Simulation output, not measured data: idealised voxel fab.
The following process module bears the name voxel tone inversion.
FYI the section here is cut, 285 nm wide, cells are 5 nm squares.
Just so we're on the same page, the cross-sections are grids of square cells, and they're listed out in bands top to bottom, each band one or more rows deep.
First you get the band's top height and its bottom height, in nm, and then the materials it's made of, left to right, with each width in nm. If you see a single material with "edge to edge", that one covers the band edge to edge. "blank" is empty space.
Ref level 0: as-received wafer is one material below here. Bottom band extends down with no lower bound ("from 0 down").
A width given as "30..40" starts at the first number in the band's top row and ends at the second number in its bottom row, shifting by an equal amount at every step from row to row.
Basically "changes: none" means that step didn't change any cell in the cross-section.
You'll see "Enclosed void inventory" listing empty spaces that have no way open to the top, as long as they're 8 cells or more; the notation is width x height at distance, where the distance is from the left edge, and all of it is in nm.
Anything after a step's settings on that line? It's the simulator's own note about the step.
overlay nm: mask right of planned place by this much (step with mask). Neg. = left.

THE PLANNED PROCESS STEPS ARE ENUMERATED HEREUNDER
step 1: RECEIVE: material Si
step 2: CONFORMAL_DEP: material SiN, thk nm 10
step 3: DIRECTIONAL_DEP: material aC, thk nm 15
step 4: PATTERN: tone cover, mask id POSTS, material resist, width nm 20, pitch nm 35, thk nm 20, overlay nm 0
step 5: DIRECTIONAL_ETCH: etch materials aC, depth nm 15
step 6: STRIP: etch materials resist
step 7: FILL_DEP: material lowk, thk nm 10
step 8: CMP: height nm 25
step 9: STRIP: etch materials aC
step 10: CONFORMAL_DEP: material TiN, thk nm 5
step 11: FILL_DEP: material W, thk nm 10
step 12: CMP: height nm 25
step 13: CONFORMAL_DEP: material SiN, thk nm 5

AS-RECEIVED WAFER CROSS-SECTION (AFTER STEP 1)
    from 0 down: Si edge to edge
    Enclosed void inventory: none

LOOKING AT THE FIRST OF TWO WAFERS IN CROSS-SECTION AT END OF MODULE - RAN TO PLAN
    from 30 to 25: SiN edge to edge
    from 25 to 15: lowk=115, TiN=5, W=10, TiN=5, lowk=15, TiN=5, W=10, TiN=5, lowk=115
    from 15 to 10: lowk=115, TiN=20, lowk=15, TiN=20, lowk=115
    from 10 to 0: SiN edge to edge
    from 0 down: Si edge to edge
    Enclosed void inventory: none

CROSS-SECTION OF THE LATTER OF THE TWO WAFERS AT MODULE COMPLETION. IT HAD AN IDENTICAL START AND AN IDENTICAL PLAN TO THE FORMER; IN RUNNING IT, ONE MISTAKE WAS MADE
    from 30 to 25: SiN edge to edge
    from 25 to 20: TiN=120, W=10, TiN=25, W=10, TiN=120
    from 20 to 15: lowk=115, TiN=5, W=10, TiN=5, lowk=15, TiN=5, W=10, TiN=5, lowk=115
    from 15 to 10: lowk=115, TiN=20, lowk=15, TiN=20, lowk=115
    from 10 to 0: SiN edge to edge
    from 0 down: Si edge to edge
    Enclosed void inventory: none
what went wrong: step 8 off recipe, ran as CMP: height nm 20
The second wafer ends with more or fewer cells of some materials than the first, per final count: TiN +49, lowk -49
